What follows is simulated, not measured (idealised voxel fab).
The name of this process module is voxel capacitor over wiring.
Cross-section cut: width 275 nm, square cells of 5 nm.
In what follows, cross-sections appear as grids of square cells, described through bands that run from the top down, where every band is one or more rows of cells.
Band entry format. Leading values: height of top, height of bottom, nm. Remainder: materials in left-to-right order, each with its width in nm. Special words: "throughout" on a single material, which then fills the band edge to edge; "blank", empty space.
Heights are reckoned from 0. Under this level, the received wafer is all of one material. The bottommost band is open-ended downward, for example "from 0 down".
A two-number width, for instance "30->40", indicates that the width is equal to the first number in the top row of the band and to the second number in the bottom row, and that it changes by a constant amount per row of cells.
You'll sometimes find "nothing changed" written for a step, and that's the way of saying that nowhere in the cross-section did a cell change during that step.
Enclosed void entries: empty space of 8 cells or more with no open way to the top, each as width x height at its distance from the left edge, in nm
On a step's line, text after the settings is the simulator commenting on that step.
overlay nm: how far to the right of its planned place the mask lay on this masked step (negative: to the left).
This section lists the process steps that were planned:
step 1: op RECEIVE | material Si
step 2: op CONFORMAL_DEP | material SiO2 | thk nm 10
step 3: op DIRECTIONAL_DEP | material TiN | thk nm 5
step 4: op DIRECTIONAL_DEP | material W | thk nm 20
step 5: op PATTERN | tone cover | mask id METAL_1 | material resist | width nm 30 | pitch nm 95 | thk nm 15 | overlay nm 0
step 6: op DIRECTIONAL_ETCH | etch materials W | depth nm 20
step 7: op DIRECTIONAL_ETCH | etch materials TiN | depth nm 5
step 8: op STRIP | etch materials resist
step 9: op FILL_DEP | material lowk | thk nm 10
step 10: op CMP | height nm 35
step 11: op CONFORMAL_DEP | material SiCN | thk nm 5
step 12: op DIRECTIONAL_DEP | material lowk | thk nm 10
step 13: op DIRECTIONAL_DEP | material aC | thk nm 15
step 14: op PATTERN | tone open | mask id PLUG_1 | material resist | width nm 15 | thk nm 35 | overlay nm 0
step 15: op DIRECTIONAL_ETCH | etch materials aC | depth nm 15
step 16: op STRIP | etch materials resist
step 17: op DIRECTIONAL_ETCH | etch materials lowk | depth nm 10
step 18: op DIRECTIONAL_ETCH | etch materials SiCN | depth nm 5
step 19: op STRIP | etch materials aC
step 20: op EPI | material Ru | thk nm 10
step 21: op EPI | material Ru | thk nm 5
step 22: op DIRECTIONAL_DEP | material TiN | thk nm 10
step 23: op DIRECTIONAL_DEP | material SiN | thk nm 5
step 24: op DIRECTIONAL_DEP | material TiN | thk nm 5
step 25: op MASKED_ETCH | tone cover | mask id UPPER_PLATE | width nm 70 | etch materials TiN | depth nm 5 | overlay nm 0
step 26: op MASKED_ETCH | tone cover | mask id UPPER_PLATE | width nm 70 | etch materials SiN | depth nm 5 | overlay nm 0
step 27: op MASKED_ETCH | tone cover | mask id LOWER_PLATE | width nm 80 | etch materials TiN | depth nm 10 | overlay nm 0
step 28: op FILL_DEP | material SiO2 | thk nm 15
step 29: op CMP | height nm 80
step 30: op DIRECTIONAL_DEP | material aC | thk nm 10
step 31: op PATTERN | tone open | mask id PLUG_2 | material resist | width nm 15 | thk nm 25 | overlay nm 0
step 32: op DIRECTIONAL_ETCH | etch materials aC | depth nm 10
step 33: op STRIP | etch materials resist
step 34: op DIRECTIONAL_ETCH | etch materials SiO2 | depth nm 10
step 35: op STRIP | etch materials aC
step 36: op CONFORMAL_DEP | material TiN | thk nm 5
step 37: op FILL_DEP | material Cu | thk nm 10
step 38: op CMP | height nm 80
step 39: op CONFORMAL_DEP | material SiCN | thk nm 5
As-received state of the wafer in cross-section, equivalent to post-step 1:
  from 0 down  Si throughout
  Enclosed void entries: none
Wafer cross-section at module end: first of two, run to plan:
  from 85 to 80  SiCN throughout
  from 80 to 75  100 nm SiO2, 5 nm TiN, 5 nm Cu, 5 nm TiN, 160 nm SiO2
  from 75 to 65  100->90 nm SiO2, 15->70 nm TiN, 160->115 nm SiO2
  from 65 to 60  90 nm SiO2, 70 nm SiN, 115 nm SiO2
  from 60 to 50  85 nm SiO2, 80 nm TiN, 110 nm SiO2
  from 50 to 40  90 nm lowk, 15 nm Ru, 170 nm lowk
  from 40 to 35  90 nm SiCN, 15 nm Ru, 170 nm SiCN
  from 35 to 15  75 nm lowk, 30 nm W, 65 nm lowk, 30 nm W, 75 nm lowk
  from 15 to 10  75 nm lowk, 30 nm TiN, 65 nm lowk, 30 nm TiN, 75 nm lowk
  from 10 to 0  SiO2 throughout
  from 0 down  Si throughout
  Enclosed void entries: none
Here's the second of our two wafers sectioned at module end. Same start as the first, same plan, but one mistake got made running it:
  from 85 to 80  SiCN throughout
  from 80 to 75  100 nm SiO2, 5 nm TiN, 5 nm Cu, 5 nm TiN, 160 nm SiO2
  from 75 to 65  100->105 nm SiO2, 15->55 nm TiN, 160->115 nm SiO2
  from 65 to 60  105 nm SiO2, 55 nm SiN, 115 nm SiO2
  from 60 to 55  85 nm SiO2, 5 nm TiN, 15 nm SiO2, 60 nm TiN, 110 nm SiO2
  from 55 to 50  85 nm SiO2, 80 nm TiN, 110 nm SiO2
  from 50 to 45  90 nm lowk, 15 nm SiN, 170 nm lowk
  from 45 to 40  90 nm lowk, 15 nm TiN, 170 nm lowk
  from 40 to 35  90 nm SiCN, 15 nm TiN, 170 nm SiCN
  from 35 to 25  lowk throughout
  from 25 to 5  75 nm lowk, 30 nm W, 65 nm lowk, 30 nm W, 75 nm lowk
  from 5 to 0  75 nm lowk, 30 nm TiN, 65 nm lowk, 30 nm TiN, 75 nm lowk
  from 0 down  Si throughout
  Enclosed void entries: none
What was done differently from what was planned? step 2 from the plan never happened, it was just skipped
The closing comparison, in cells, has the second wafer with more or fewer of some materials than the first: 9 fewer of Ru; 101 fewer of SiO2; 110 more of lowk
